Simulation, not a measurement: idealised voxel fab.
The following process module bears the name voxel capacitor over wiring.
Square cells of 5 nm make up the cross-section cut, whose width is 260 nm.
Think of the cross-section as a grid of square cells. We describe it in bands, top to bottom, and each band covers one or more rows of those cells. Read a band's entry like this: the first values are the height of its top and the height of its bottom in nm, and what follows is the sequence of materials from left to right, each with its width in nm. Note that "empty" is empty space, and that a single material marked "throughout" reaches across the band from edge to edge. Convention: height 0 is the level below which the wafer, as received, is all one material. The lowest band does not terminate at the bottom but continues downward, represented as "0 and below". When a width is written as two numbers, as in "30->40", the first number is the width in the top row of cells of the band and the second is the width in its bottom row, and the width changes by the same amount from each row to the next. For the purposes of this document, the phrase "changes: none" attached to a step denotes that no cell within the cross-section was modified by that step. Empty spaces without an open route to the top, at least 8 cells in extent, make up the entry "Enclosed void inventory"; each is given as width x height at distance, where the distance is measured from the left edge, and all are in nm. Post-settings text on a step line: simulator's own remark regarding the step. overlay nm: where the mask lay relative to plan, measured to the right, on steps with a mask; negatives go left. Reading guide: pairs of cross-sections, before and after one process step; after view cut off at lowest changed band; step and settings listed under each pair. Pairs may stem from different runs of this module on the same starting wafer; continuity with the pair above only where the "Pre-step view" entry states it.
Pre-step view
    130 down to 100 | empty 75  resist 85  empty 100
    100 down to 90 | empty 75  resist 5  aC 25  resist 55  empty 100
    90 down to 85 | empty 70  aC 85  resist 5  empty 100
    85 down to 80 | empty 70  aC 10  TiN 25  aC 50  resist 5  empty 100
    80 down to 75 | aC 80  Al2O3 25  aC 155
    75 down to 70 | aC 70  TiN 85  aC 105
    70 down to 65 | aC 70  Ru 35  Al2O3 50  aC 105
    65 down to 60 | TiN 70  Ru 35  TiN 155
    60 down to 50 | SiO2 80  Ru 15  SiO2 165
    50 down to 45 | SiCN 80  Ru 15  SiCN 165
    45 down to 20 | SiO2 70  Ru 25  SiO2 70  Ru 25  SiO2 70
    20 down to 15 | SiO2 70  TiN 25  SiO2 70  TiN 25  SiO2 70
    15 down to 0 | SiO2 throughout
    0 and below | Si throughout
    Enclosed void inventory: none
Post-Step Snapshot
    115 down to 100 | empty 75  resist 85  empty 100
    100 down to 90 | empty 75  resist 5  aC 25  resist 55  empty 100
    90 down to 85 | empty 75  aC 80  resist 5  empty 100
    85 down to 80 | empty 75  aC 5  TiN 25  aC 50  resist 5  empty 100
    80 down to 75 | empty 75  aC 5  Al2O3 25  aC 55  empty 100
    75 down to 70 | empty 70  TiN 85  aC 5  empty 100
    70 down to 65 | empty 70  Ru 35  Al2O3 50  aC 5  empty 100
    Under 65: no change, same as before.
    Enclosed void inventory: none
To go from the before cross-section above to the after cross-section, apply DIRECTIONAL_ETCH [etch materials aC] [depth nm 15]
Pre-step view: The cross-section prior to this step is the one presented after the step of the pair immediately above.
Post-Step Snapshot
    100 down to 90 | empty 80  aC 25  empty 155
    90 down to 85 | empty 75  aC 80  empty 105
    85 down to 80 | empty 75  aC 5  TiN 25  aC 50  empty 105
    Under 80: no change, same as before.
    Enclosed void inventory: none
To go from the before cross-section above to the after cross-section, apply STRIP [etch materials resist]
Pre-step view: The cross-section prior to this step is the one presented after the step of the pair immediately above.
Post-Step Snapshot
    100 down to 90 | empty 80  aC 25  empty 155
    90 down to 85 | empty 75  aC 80  empty 105
    85 down to 80 | empty 75  aC 5  TiN 25  aC 50  empty 105
    80 down to 75 | empty 75  aC 5  Al2O3 25  aC 55  empty 100
    75 down to 70 | empty 75  TiN 80  aC 5  empty 100
    70 down to 65 | empty 70  Ru 35  Al2O3 50  aC 5  empty 100
    65 down to 60 | empty 70  Ru 35  TiN 55  empty 100
    Under 60: no change, same as before.
    Enclosed void inventory: none
To go from the before cross-section above to the after cross-section, apply DIRECTIONAL_ETCH [etch materials TiN] [depth nm 5]
Pre-step view: The cross-section prior to this step is the one presented after the step of the pair immediately above.
Post-Step Snapshot
    85 down to 80 | empty 80  TiN 25  empty 155
    80 down to 75 | empty 80  Al2O3 25  empty 155
    75 down to 70 | empty 75  TiN 80  empty 105
    70 down to 65 | empty 70  Ru 35  Al2O3 50  empty 105
    Under 65: no change, same as before.
    Enclosed void inventory: none
To go from the before cross-section above to the after cross-section, apply STRIP [etch materials aC]
Pre-step view: The cross-section prior to this step is the one presented after the step of the pair immediately above.
Post-Step Snapshot
    100 down to 85 | SiO2 throughout
    85 down to 80 | SiO2 80  TiN 25  SiO2 155
    80 down to 75 | SiO2 80  Al2O3 25  SiO2 155
    75 down to 70 | SiO2 75  TiN 80  SiO2 105
    70 down to 65 | SiO2 70  Ru 35  Al2O3 50  SiO2 105
    65 down to 60 | SiO2 70  Ru 35  TiN 55  SiO2 100
    Under 60: no change, same as before.
    Enclosed void inventory: none
To go from the before cross-section above to the after cross-section, apply FILL_DEP [material SiO2] [thk nm 15]
Pre-step view: The cross-section prior to this step is the one presented after the step of the pair immediately above.
Post-Step Snapshot
    85 down to 80 | SiO2 80  TiN 25  SiO2 155
    Under 80: no change, same as before.
    Enclosed void inventory: none
To go from the before cross-section above to the after cross-section, apply CMP [height nm 85]
Pre-step view: The cross-section prior to this step is the one presented after the step of the pair immediately above.
Post-Step Snapshot
    90 down to 85 | TiN throughout
    Under 85: no change, same as before.
    Enclosed void inventory: none
To go from the before cross-section above to the after cross-section, apply CONFORMAL_DEP [material TiN] [thk nm 5]
Pre-step view: The cross-section prior to this step is the one presented after the step of the pair immediately above.
Post-Step Snapshot
    95 down to 90 | W throughout
    Under 90: no change, same as before.
    Enclosed void inventory: none
To go from the before cross-section above to the after cross-section, apply FILL_DEP [material W] [thk nm 5]
Pre-step view: The cross-section prior to this step is the one presented after the step of the pair immediately above.
Post-Step Snapshot
    85 down to 80 | SiO2 80  TiN 25  SiO2 155
    Under 80: no change, same as before.
    Enclosed void inventory: none
To go from the before cross-section above to the after cross-section, apply CMP [height nm 85]
Pre-step view: The cross-section prior to this step is the one presented after the step of the pair immediately above.
Post-Step Snapshot
    90 down to 85 | SiN throughout
    Under 85: no change, same as before.
    Enclosed void inventory: none
To go from the before cross-section above to the after cross-section, apply CONFORMAL_DEP [material SiN] [thk nm 5]
Pre-step view
    40 down to 15 | Ru throughout
    15 down to 0 | SiO2 throughout
    0 and below | Si throughout
    Enclosed void inventory: none
Post-Step Snapshot
    45 down to 40 | TiN throughout
    Under 40: no change, same as before.
    Enclosed void inventory: none
To go from the before cross-section above to the after cross-section, apply DIRECTIONAL_DEP [material TiN] [thk nm 5]
Pre-step view: The cross-section prior to this step is the one presented after the step of the pair immediately above.
Post-Step Snapshot
    60 down to 45 | empty 70  resist 25  empty 70  resist 25  empty 70
    Under 45: no change, same as before.
    Enclosed void inventory: none
To go from the before cross-section above to the after cross-section, apply PATTERN [tone cover] [mask id METAL_1] [material resist] [width nm 25] [pitch nm 95] [thk nm 15] [overlay nm 0]
Pre-step view: The cross-section prior to this step is the one presented after the step of the pair immediately above.
Post-Step Snapshot
    60 down to 45 | empty 70  resist 25  empty 70  resist 25  empty 70
    45 down to 40 | empty 70  TiN 25  empty 70  TiN 25  empty 70
    Under 40: no change, same as before.
    Enclosed void inventory: none
To go from the before cross-section above to the after cross-section, apply DIRECTIONAL_ETCH [etch materials TiN] [depth nm 5]
Pre-step view: The cross-section prior to this step is the one presented after the step of the pair immediately above.
Post-Step Snapshot
    45 down to 40 | empty 70  TiN 25  empty 70  TiN 25  empty 70
    Under 40: no change, same as before.
    Enclosed void inventory: none
To go from the before cross-section above to the after cross-section, apply STRIP [etch materials resist]
Pre-step view: The cross-section prior to this step is the one presented after the step of the pair immediately above.
Post-Step Snapshot
    50 down to 45 | SiO2 throughout
    45 down to 40 | SiO2 70  TiN 25  SiO2 70  TiN 25  SiO2 70
    Under 40: no change, same as before.
    Enclosed void inventory: none
To go from the before cross-section above to the after cross-section, apply FILL_DEP [material SiO2] [thk nm 5]
Pre-step view: The cross-section prior to this step is the one presented after the step of the pair immediately above.
Post-Step Snapshot
    45 down to 40 | SiO2 70  TiN 25  SiO2 70  TiN 25  SiO2 70
    Under 40: no change, same as before.
    Enclosed void inventory: none
To go from the before cross-section above to the after cross-section, apply CMP [height nm 45]
Pre-step view: The cross-section prior to this step is the one presented after the step of the pair immediately above.
Post-Step Snapshot
    50 down to 45 | SiCN throughout
    Under 45: no change, same as before.
    Enclosed void inventory: none
To go from the before cross-section above to the after cross-section, apply CONFORMAL_DEP [material SiCN] [thk nm 5]
Pre-step view: The cross-section prior to this step is the one presented after the step of the pair immediately above.
Post-Step Snapshot
    60 down to 50 | SiO2 throughout
    Under 50: no change, same as before.
    Enclosed void inventory: none
To go from the before cross-section above to the after cross-section, apply DIRECTIONAL_DEP [material SiO2] [thk nm 10]
Pre-step view: The cross-section prior to this step is the one presented after the step of the pair immediately above.
Post-Step Snapshot
    70 down to 60 | aC throughout
    Under 60: no change, same as before.
    Enclosed void inventory: none
To go from the before cross-section above to the after cross-section, apply DIRECTIONAL_DEP [material aC] [thk nm 10]
Pre-step view: The cross-section prior to this step is the one presented after the step of the pair immediately above.
Post-Step Snapshot
    95 down to 70 | resist 80  empty 15  resist 165
    Under 70: no change, same as before.
    Enclosed void inventory: none
To go from the before cross-section above to the after cross-section, apply PATTERN [tone open] [mask id PLUG_1] [material resist] [width nm 15] [thk nm 25] [overlay nm 0]
Pre-step view: The cross-section prior to this step is the one presented after the step of the pair immediately above.
Post-Step Snapshot
    85 down to 70 | resist 80  empty 15  resist 165
    70 down to 60 | aC 80  empty 15  aC 165
    Under 60: no change, same as before.
    Enclosed void inventory: none
To go from the before cross-section above to the after cross-section, apply DIRECTIONAL_ETCH [etch materials aC] [depth nm 10]
Pre-step view: The cross-section prior to this step is the one presented after the step of the pair immediately above.
Post-Step Snapshot
    70 down to 60 | aC 80  empty 15  aC 165
    Under 60: no change, same as before.
    Enclosed void inventory: none
To go from the before cross-section above to the after cross-section, apply STRIP [etch materials resist]
Pre-step view: The cross-section prior to this step is the one presented after the step of the pair immediately above.
Post-Step Snapshot
    70 down to 60 | aC 80  empty 15  aC 165
    60 down to 50 | SiO2 80  empty 15  SiO2 165
    Under 50: no change, same as before.
    Enclosed void inventory: none
To go from the before cross-section above to the after cross-section, apply DIRECTIONAL_ETCH [etch materials SiO2] [depth nm 10]
Pre-step view: The cross-section prior to this step is the one presented after the step of the pair immediately above.
Post-Step Snapshot
    70 down to 60 | aC 80  empty 15  aC 165
    60 down to 50 | SiO2 80  empty 15  SiO2 165
    50 down to 45 | SiCN 80  empty 15  SiCN 165
    Under 45: no change, same as before.
    Enclosed void inventory: none
To go from the before cross-section above to the after cross-section, apply DIRECTIONAL_ETCH [etch materials SiCN] [depth nm 5]
Pre-step view: The cross-section prior to this step is the one presented after the step of the pair immediately above.
Post-Step Snapshot
    60 down to 50 | SiO2 80  empty 15  SiO2 165
    Under 50: no change, same as before.
    Enclosed void inventory: none
To go from the before cross-section above to the after cross-section, apply STRIP [etch materials aC]
Pre-step view: The cross-section prior to this step is the one presented after the step of the pair immediately above.
Post-Step Snapshot
    60 down to 55 | SiO2 80  empty 15  SiO2 165
    55 down to 50 | SiO2 80  Ru 15  SiO2 165
    50 down to 45 | SiCN 80  Ru 15  SiCN 165
    Under 45: no change, same as before.
    Enclosed void inventory: none
To go from the before cross-section above to the after cross-section, apply EPI [material Ru] [thk nm 10]
Pre-step view: The cross-section prior to this step is the one presented after the step of the pair immediately above.
Post-Step Snapshot
    60 down to 50 | SiO2 80  Ru 15  SiO2 165
    Under 50: no change, same as before.
    Enclosed void inventory: none
To go from the before cross-section above to the after cross-section, apply EPI [material Ru] [thk nm 5]
Pre-step view: The cross-section prior to this step is the one presented after the step of the pair immediately above.
Post-Step Snapshot
    65 down to 60 | TiN throughout
    Under 60: no change, same as before.
    Enclosed void inventory: none
To go from the before cross-section above to the after cross-section, apply DIRECTIONAL_DEP [material TiN] [thk nm 5]
Pre-step view: The cross-section prior to this step is the one presented after the step of the pair immediately above.
Post-Step Snapshot
    70 down to 65 | Al2O3 throughout
    Under 65: no change, same as before.
    Enclosed void inventory: none
To go from the before cross-section above to the after cross-section, apply DIRECTIONAL_DEP [material Al2O3] [thk nm 5]
Pre-step view: The cross-section prior to this step is the one presented after the step of the pair immediately above.
Post-Step Snapshot
    75 down to 70 | TiN throughout
    Under 70: no change, same as before.
    Enclosed void inventory: none
To go from the before cross-section above to the after cross-section, apply DIRECTIONAL_DEP [material TiN] [thk nm 5]
Pre-step view: The cross-section prior to this step is the one presented after the step of the pair immediately above.
Post-Step Snapshot
    75 down to 70 | empty 80  TiN 75  empty 105
    Under 70: no change, same as before.
    Enclosed void inventory: none
To go from the before cross-section above to the after cross-section, apply MASKED_ETCH [tone cover] [mask id UPPER_PLATE] [width nm 75] [etch materials TiN] [depth nm 5] [overlay nm 0]
Pre-step view: The cross-section prior to this step is the one presented after the step of the pair immediately above.
Post-Step Snapshot
    75 down to 70 | empty 80  TiN 75  empty 105
    70 down to 65 | empty 80  Al2O3 75  empty 105
    Under 65: no change, same as before.
    Enclosed void inventory: none
To go from the before cross-section above to the after cross-section, apply MASKED_ETCH [tone cover] [mask id UPPER_PLATE] [width nm 75] [etch materials Al2O3] [depth nm 5] [overlay nm 0]
Pre-step view: The cross-section prior to this step is the one presented after the step of the pair immediately above.
Post-Step Snapshot
    90 down to 80 | empty 80  aC 75  empty 105
    80 down to 75 | aC throughout
    75 down to 70 | aC 80  TiN 75  aC 105
    70 down to 65 | aC 80  Al2O3 75  aC 105
    Under 65: no change, same as before.
    Enclosed void inventory: none
To go from the before cross-section above to the after cross-section, apply DIRECTIONAL_DEP [material aC] [thk nm 15]
Pre-step view: The cross-section prior to this step is the one presented after the step of the pair immediately above.
Post-Step Snapshot
    120 down to 90 | empty 75  resist 85  empty 100
    90 down to 80 | empty 75  resist 5  aC 75  resist 5  empty 100
    Under 80: no change, same as before.
    Enclosed void inventory: none
To go from the before cross-section above to the after cross-section, apply PATTERN [tone cover] [mask id LOWER_PLATE] [material resist] [width nm 85] [thk nm 30] [overlay nm 0]
Pre-step view: The cross-section prior to this step is the one presented after the step of the pair immediately above.
Post-Step Snapshot
    105 down to 90 | empty 75  resist 85  empty 100
    90 down to 80 | empty 75  resist 5  aC 75  resist 5  empty 100
    80 down to 75 | empty 75  aC 85  empty 100
    75 down to 70 | empty 75  aC 5  TiN 75  aC 5  empty 100
    70 down to 65 | empty 75  aC 5  Al2O3 75  aC 5  empty 100
    Under 65: no change, same as before.
    Enclosed void inventory: none
To go from the before cross-section above to the after cross-section, apply DIRECTIONAL_ETCH [etch materials aC] [depth nm 15]
Pre-step view: The cross-section prior to this step is the one presented after the step of the pair immediately above.
Post-Step Snapshot
    90 down to 80 | empty 80  aC 75  empty 105
    Under 80: no change, same as before.
    Enclosed void inventory: none
To go from the before cross-section above to the after cross-section, apply STRIP [etch materials resist]
Pre-step view: The cross-section prior to this step is the one presented after the step of the pair immediately above.
Post-Step Snapshot
    90 down to 80 | empty 80  aC 75  empty 105
    80 down to 75 | empty 75  aC 85  empty 100
    75 down to 70 | empty 75  aC 5  TiN 75  aC 5  empty 100
    70 down to 65 | empty 75  aC 5  Al2O3 75  aC 5  empty 100
    65 down to 60 | empty 75  TiN 85  empty 100
    Under 60: no change, same as before.
    Enclosed void inventory: none
To go from the before cross-section above to the after cross-section, apply DIRECTIONAL_ETCH [etch materials TiN] [depth nm 5]
Pre-step view: The cross-section prior to this step is the one presented after the step of the pair immediately above.
Post-Step Snapshot
    75 down to 70 | empty 80  TiN 75  empty 105
    70 down to 65 | empty 80  Al2O3 75  empty 105
    Under 65: no change, same as before.
    Enclosed void inventory: none
To go from the before cross-section above to the after cross-section, apply STRIP [etch materials aC]
Pre-step view: The cross-section prior to this step is the one presented after the step of the pair immediately above.
Post-Step Snapshot
    90 down to 75 | SiO2 throughout
    75 down to 70 | SiO2 80  TiN 75  SiO2 105
    70 down to 65 | SiO2 80  Al2O3 75  SiO2 105
    65 down to 60 | SiO2 75  TiN 85  SiO2 100
    Under 60: no change, same as before.
    Enclosed void inventory: none
To go from the before cross-section above to the after cross-section, apply FILL_DEP [material SiO2] [thk nm 15]
Pre-step view: The cross-section prior to this step is the one presented after the step of the pair immediately above.
Post-Step Snapshot
    85 down to 75 | SiO2 throughout
    Under 75: no change, same as before.
    Enclosed void inventory: none
To go from the before cross-section above to the after cross-section, apply CMP [height nm 85]
Pre-step view: The cross-section prior to this step is the one presented after the step of the pair immediately above.
Post-Step Snapshot
    85 down to 75 | SiO2 90  empty 15  SiO2 155
    Under 75: no change, same as before.
    Enclosed void inventory: none
To go from the before cross-section above to the after cross-section, apply MASKED_ETCH [tone open] [mask id PLUG_2] [width nm 15] [etch materials SiO2] [depth nm 10] [overlay nm 0]
Pre-step view: The cross-section prior to this step is the one presented after the step of the pair immediately above.
Post-Step Snapshot
    90 down to 85 | TiN 95  empty 5  TiN 160
    85 down to 80 | SiO2 90  TiN 5  empty 5  TiN 5  SiO2 155
    80 down to 70 | SiO2 90->80  TiN 15->75  SiO2 155->105
    Under 70: no change, same as before.
    Enclosed void inventory: none
To go from the before cross-section above to the after cross-section, apply CONFORMAL_DEP [material TiN] [thk nm 5]
Pre-step view: The cross-section prior to this step is the one presented after the step of the pair immediately above.
Post-Step Snapshot
    95 down to 90 | W throughout
    90 down to 85 | TiN 95  W 5  TiN 160
    85 down to 80 | SiO2 90  TiN 5  W 5  TiN 5  SiO2 155
    Under 80: no change, same as before.
    Enclosed void inventory: none
To go from the before cross-section above to the after cross-section, apply FILL_DEP [material W] [thk nm 5]
Pre-step view: The cross-section prior to this step is the one presented after the step of the pair immediately above.
Post-Step Snapshot
    85 down to 80 | SiO2 90  TiN 5  W 5  TiN 5  SiO2 155
    Under 80: no change, same as before.
    Enclosed void inventory: none
To go from the before cross-section above to the after cross-section, apply CMP [height nm 85]
Pre-step view: The cross-section prior to this step is the one presented after the step of the pair immediately above.
Post-Step Snapshot
    90 down to 85 | SiN throughout
    Under 85: no change, same as before.
    Enclosed void inventory: none
To go from the before cross-section above to the after cross-section, apply CONFORMAL_DEP [material SiN] [thk nm 5]
Pre-step view
    90 down to 75 | SiO2 throughout
    75 down to 70 | SiO2 80  TiN 75  SiO2 105
    70 down to 65 | SiO2 80  Al2O3 75  SiO2 105
    65 down to 60 | SiO2 75  TiN 85  SiO2 100
    60 down to 50 | SiO2 80  Ru 15  SiO2 165
    50 down to 45 | SiCN 80  Ru 15  SiCN 165
    45 down to 20 | SiO2 70  Ru 25  SiO2 70  Ru 25  SiO2 70
    20 down to 15 | SiO2 70  TiN 25  SiO2 70  TiN 25  SiO2 70
    15 down to 0 | SiO2 throughout
    0 and below | Si throughout
    Enclosed void inventory: none
Post-Step Snapshot
    75 down to 70 | SiO2 80  TiN 75  SiO2 105
    Under 70: no change, same as before.
    Enclosed void inventory: none
To go from the before cross-section above to the after cross-section, apply CMP [height nm 75]
Pre-step view: The cross-section prior to this step is the one presented after the step of the pair immediately above.
Post-Step Snapshot
    80 down to 75 | TiN throughout
    Under 75: no change, same as before.
    Enclosed void inventory: none
To go from the before cross-section above to the after cross-section, apply CONFORMAL_DEP [material TiN] [thk nm 5]
Pre-step view: The cross-section prior to this step is the one presented after the step of the pair immediately above.
Post-Step Snapshot
    85 down to 80 | W throughout
    Under 80: no change, same as before.
    Enclosed void inventory: none
To go from the before cross-section above to the after cross-section, apply FILL_DEP [material W] [thk nm 5]
Pre-step view: The cross-section prior to this step is the one presented after the step of the pair immediately above.
Post-Step Snapshot
    90 down to 85 | SiN throughout
    Under 85: no change, same as before.
    Enclosed void inventory: none
To go from the before cross-section above to the after cross-section, apply CONFORMAL_DEP [material SiN] [thk nm 5]
Pre-step view
    75 down to 70 | TiN throughout
    70 down to 65 | Al2O3 throughout
    65 down to 60 | TiN throughout
    60 down to 50 | SiO2 80  Ru 15  SiO2 165
    50 down to 45 | SiCN 80  Ru 15  SiCN 165
    45 down to 20 | SiO2 70  Ru 25  SiO2 70  Ru 25  SiO2 70
    20 down to 15 | SiO2 70  TiN 25  SiO2 70  TiN 25  SiO2 70
    15 down to 0 | SiO2 throughout
    0 and below | Si throughout
    Enclosed void inventory: none
Post-Step Snapshot
    75 down to 70 | empty 75  TiN 85  empty 100
    Under 70: no change, same as before.
    Enclosed void inventory: none
To go from the before cross-section above to the after cross-section, apply MASKED_ETCH [tone cover] [mask id UPPER_PLATE] [width nm 85] [etch materials TiN] [depth nm 5] [overlay nm 0]
Pre-step view: The cross-section prior to this step is the one presented after the step of the pair immediately above.
Post-Step Snapshot
    75 down to 70 | empty 75  TiN 85  empty 100
    70 down to 65 | empty 75  Al2O3 85  empty 100
    Under 65: no change, same as before.
    Enclosed void inventory: none
To go from the before cross-section above to the after cross-section, apply MASKED_ETCH [tone cover] [mask id UPPER_PLATE] [width nm 75] [etch materials Al2O3] [depth nm 5] [overlay nm 0]
Pre-step view: The cross-section prior to this step is the one presented after the step of the pair immediately above.
Post-Step Snapshot
    90 down to 80 | empty 75  aC 85  empty 100
    80 down to 75 | aC throughout
    75 down to 70 | aC 75  TiN 85  aC 100
    70 down to 65 | aC 75  Al2O3 85  aC 100
    Under 65: no change, same as before.
    Enclosed void inventory: none
To go from the before cross-section above to the after cross-section, apply DIRECTIONAL_DEP [material aC] [thk nm 15]
Pre-step view: The cross-section prior to this step is the one presented after the step of the pair immediately above.
Post-Step Snapshot
    120 down to 90 | empty 75  resist 85  empty 100
    Under 90: no change, same as before.
    Enclosed void inventory: none
To go from the before cross-section above to the after cross-section, apply PATTERN [tone cover] [mask id LOWER_PLATE] [material resist] [width nm 85] [thk nm 30] [overlay nm 0]
Pre-step view: The cross-section prior to this step is the one presented after the step of the pair immediately above.
Post-Step Snapshot
    105 down to 90 | empty 75  resist 85  empty 100
    90 down to 75 | empty 75  aC 85  empty 100
    75 down to 70 | empty 75  TiN 85  empty 100
    70 down to 65 | empty 75  Al2O3 85  empty 100
    Under 65: no change, same as before.
    Enclosed void inventory: none
To go from the before cross-section above to the after cross-section, apply DIRECTIONAL_ETCH [etch materials aC] [depth nm 15]
Pre-step view: The cross-section prior to this step is the one presented after the step of the pair immediately above.
Post-Step Snapshot
    90 down to 75 | empty 75  aC 85  empty 100
    Under 75: no change, same as before.
    Enclosed void inventory: none
To go from the before cross-section above to the after cross-section, apply STRIP [etch materials resist]
Pre-step view: The cross-section prior to this step is the one presented after the step of the pair immediately above.
Post-Step Snapshot
    90 down to 75 | empty 75  aC 85  empty 100
    75 down to 70 | empty 75  TiN 85  empty 100
    70 down to 65 | empty 75  Al2O3 85  empty 100
    65 down to 60 | empty 75  TiN 85  empty 100
    Under 60: no change, same as before.
    Enclosed void inventory: none
To go from the before cross-section above to the after cross-section, apply DIRECTIONAL_ETCH [etch materials TiN] [depth nm 5]
Pre-step view: The cross-section prior to this step is the one presented after the step of the pair immediately above.
Post-Step Snapshot
    75 down to 70 | empty 75  TiN 85  empty 100
    Under 70: no change, same as before.
    Enclosed void inventory: none
To go from the before cross-section above to the after cross-section, apply STRIP [etch materials aC]
Pre-step view: The cross-section prior to this step is the one presented after the step of the pair immediately above.
Post-Step Snapshot
    90 down to 75 | SiO2 throughout
    75 down to 70 | SiO2 75  TiN 85  SiO2 100
    70 down to 65 | SiO2 75  Al2O3 85  SiO2 100
    65 down to 60 | SiO2 75  TiN 85  SiO2 100
    Under 60: no change, same as before.
    Enclosed void inventory: none
To go from the before cross-section above to the after cross-section, apply FILL_DEP [material SiO2] [thk nm 15]
Pre-step view: The cross-section prior to this step is the one presented after the step of the pair immediately above.
Post-Step Snapshot
    85 down to 75 | SiO2 throughout
    Under 75: no change, same as before.
    Enclosed void inventory: none
To go from the before cross-section above to the after cross-section, apply CMP [height nm 85]
Pre-step view: The cross-section prior to this step is the one presented after the step of the pair immediately above.
Post-Step Snapshot
    85 down to 75 | SiO2 90  empty 15  SiO2 155
    Under 75: no change, same as before.
    Enclosed void inventory: none
To go from the before cross-section above to the after cross-section, apply MASKED_ETCH [tone open] [mask id PLUG_2] [width nm 15] [etch materials SiO2] [depth nm 10] [overlay nm 0]
Pre-step view: The cross-section prior to this step is the one presented after the step of the pair immediately above.
Post-Step Snapshot
    90 down to 85 | TiN 95  empty 5  TiN 160
    85 down to 80 | SiO2 90  TiN 5  empty 5  TiN 5  SiO2 155
    80 down to 70 | SiO2 90->75  TiN 15->85  SiO2 155->100
    Under 70: no change, same as before.
    Enclosed void inventory: none
To go from the before cross-section above to the after cross-section, apply CONFORMAL_DEP [material TiN] [thk nm 5]
Pre-step view: The cross-section prior to this step is the one presented after the step of the pair immediately above.
Post-Step Snapshot
    95 down to 90 | W throughout
    90 down to 85 | TiN 95  W 5  TiN 160
    85 down to 80 | SiO2 90  TiN 5  W 5  TiN 5  SiO2 155
    Under 80: no change, same as before.
    Enclosed void inventory: none
To go from the before cross-section above to the after cross-section, apply FILL_DEP [material W] [thk nm 5]
Pre-step view: The cross-section prior to this step is the one presented after the step of the pair immediately above.
Post-Step Snapshot
    85 down to 80 | SiO2 90  TiN 5  W 5  TiN 5  SiO2 155
    Under 80: no change, same as before.
    Enclosed void inventory: none
To go from the before cross-section above to the after cross-section, apply CMP [height nm 85]
Pre-step view: The cross-section prior to this step is the one presented after the step of the pair immediately above.
Post-Step Snapshot
    90 down to 85 | SiN throughout
    Under 85: no change, same as before.
    Enclosed void inventory: none
To go from the before cross-section above to the after cross-section, apply CONFORMAL_DEP [material SiN] [thk nm 5]
Pre-step view
    75 down to 70 | TiN throughout
    70 down to 65 | Al2O3 throughout
    65 down to 60 | TiN throughout
    60 down to 50 | SiO2 80  Ru 15  SiO2 165
    50 down to 45 | SiCN 80  Ru 15  SiCN 165
    45 down to 20 | SiO2 70  Ru 25  SiO2 70  Ru 25  SiO2 70
    20 down to 15 | SiO2 70  TiN 25  SiO2 70  TiN 25  SiO2 70
    15 down to 0 | SiO2 throughout
    0 and below | Si throughout
    Enclosed void inventory: none
Post-Step Snapshot
    75 down to 70 | empty 75  TiN 75  empty 110
    Under 70: no change, same as before.
    Enclosed void inventory: none
To go from the before cross-section above to the after cross-section, apply MASKED_ETCH [tone cover] [mask id UPPER_PLATE] [width nm 75] [etch materials TiN] [depth nm 5] [overlay nm -5]
Pre-step view: The cross-section prior to this step is the one presented after the step of the pair immediately above.
Post-Step Snapshot
    75 down to 70 | empty 75  TiN 75  empty 110
    70 down to 65 | empty 75  Al2O3 80  empty 105
    Under 65: no change, same as before.
    Enclosed void inventory: none
To go from the before cross-section above to the after cross-section, apply MASKED_ETCH [tone cover] [mask id UPPER_PLATE] [width nm 75] [etch materials Al2O3] [depth nm 5] [overlay nm 0]
Pre-step view: The cross-section prior to this step is the one presented after the step of the pair immediately above.
Post-Step Snapshot
    90 down to 80 | empty 75  aC 75->80  empty 110->105
    80 down to 75 | aC throughout
    75 down to 70 | aC 75  TiN 75  aC 110
    70 down to 65 | aC 75  Al2O3 80  aC 105
    Under 65: no change, same as before.
    Enclosed void inventory: none
To go from the before cross-section above to the after cross-section, apply DIRECTIONAL_DEP [material aC] [thk nm 15]
Pre-step view: The cross-section prior to this step is the one presented after the step of the pair immediately above.
Post-Step Snapshot
    120 down to 90 | empty 75  resist 85  empty 100
    90 down to 80 | empty 75  aC 75->80  resist 10->5  empty 100
    Under 80: no change, same as before.
    Enclosed void inventory: none
To go from the before cross-section above to the after cross-section, apply PATTERN [tone cover] [mask id LOWER_PLATE] [material resist] [width nm 85] [thk nm 30] [overlay nm 0]
Pre-step view: The cross-section prior to this step is the one presented after the step of the pair immediately above.
Post-Step Snapshot
    105 down to 90 | empty 75  resist 85  empty 100
    90 down to 80 | empty 75  aC 75->80  resist 10->5  empty 100
    80 down to 75 | empty 75  aC 85  empty 100
    75 down to 70 | empty 75  TiN 75  aC 10  empty 100
    70 down to 65 | empty 75  Al2O3 80  aC 5  empty 100
    Under 65: no change, same as before.
    Enclosed void inventory: none
To go from the before cross-section above to the after cross-section, apply DIRECTIONAL_ETCH [etch materials aC] [depth nm 15]
Pre-step view: The cross-section prior to this step is the one presented after the step of the pair immediately above.
Post-Step Snapshot
    90 down to 75 | empty 75  aC 75->85  empty 110->100
    Under 75: no change, same as before.
    Enclosed void inventory: none
To go from the before cross-section above to the after cross-section, apply STRIP [etch materials resist]
Pre-step view: The cross-section prior to this step is the one presented after the step of the pair immediately above.
Post-Step Snapshot
    90 down to 75 | empty 75  aC 75->85  empty 110->100
    75 down to 70 | empty 75  TiN 75  aC 10  empty 100
    70 down to 65 | empty 75  Al2O3 80  aC 5  empty 100
    65 down to 60 | empty 75  TiN 85  empty 100
    Under 60: no change, same as before.
    Enclosed void inventory: none
To go from the before cross-section above to the after cross-section, apply DIRECTIONAL_ETCH [etch materials TiN] [depth nm 5]
Pre-step view: The cross-section prior to this step is the one presented after the step of the pair immediately above.
Post-Step Snapshot
    75 down to 70 | empty 75  TiN 75  empty 110
    70 down to 65 | empty 75  Al2O3 80  empty 105
    Under 65: no change, same as before.
    Enclosed void inventory: none
To go from the before cross-section above to the after cross-section, apply STRIP [etch materials aC]
Pre-step view: The cross-section prior to this step is the one presented after the step of the pair immediately above.
Post-Step Snapshot
    90 down to 75 | SiO2 throughout
    75 down to 70 | SiO2 75  TiN 75  SiO2 110
    70 down to 65 | SiO2 75  Al2O3 80  SiO2 105
    65 down to 60 | SiO2 75  TiN 85  SiO2 100
    Under 60: no change, same as before.
    Enclosed void inventory: none
To go from the before cross-section above to the after cross-section, apply FILL_DEP [material SiO2] [thk nm 15]
Pre-step view: The cross-section prior to this step is the one presented after the step of the pair immediately above.
Post-Step Snapshot
    85 down to 75 | SiO2 throughout
    Under 75: no change, same as before.
    Enclosed void inventory: none
To go from the before cross-section above to the after cross-section, apply CMP [height nm 85]
Pre-step view: The cross-section prior to this step is the one presented after the step of the pair immediately above.
Post-Step Snapshot
    85 down to 75 | SiO2 90  empty 15  SiO2 155
    Under 75: no change, same as before.
    Enclosed void inventory: none
To go from the before cross-section above to the after cross-section, apply MASKED_ETCH [tone open] [mask id PLUG_2] [width nm 15] [etch materials SiO2] [depth nm 10] [overlay nm 0]
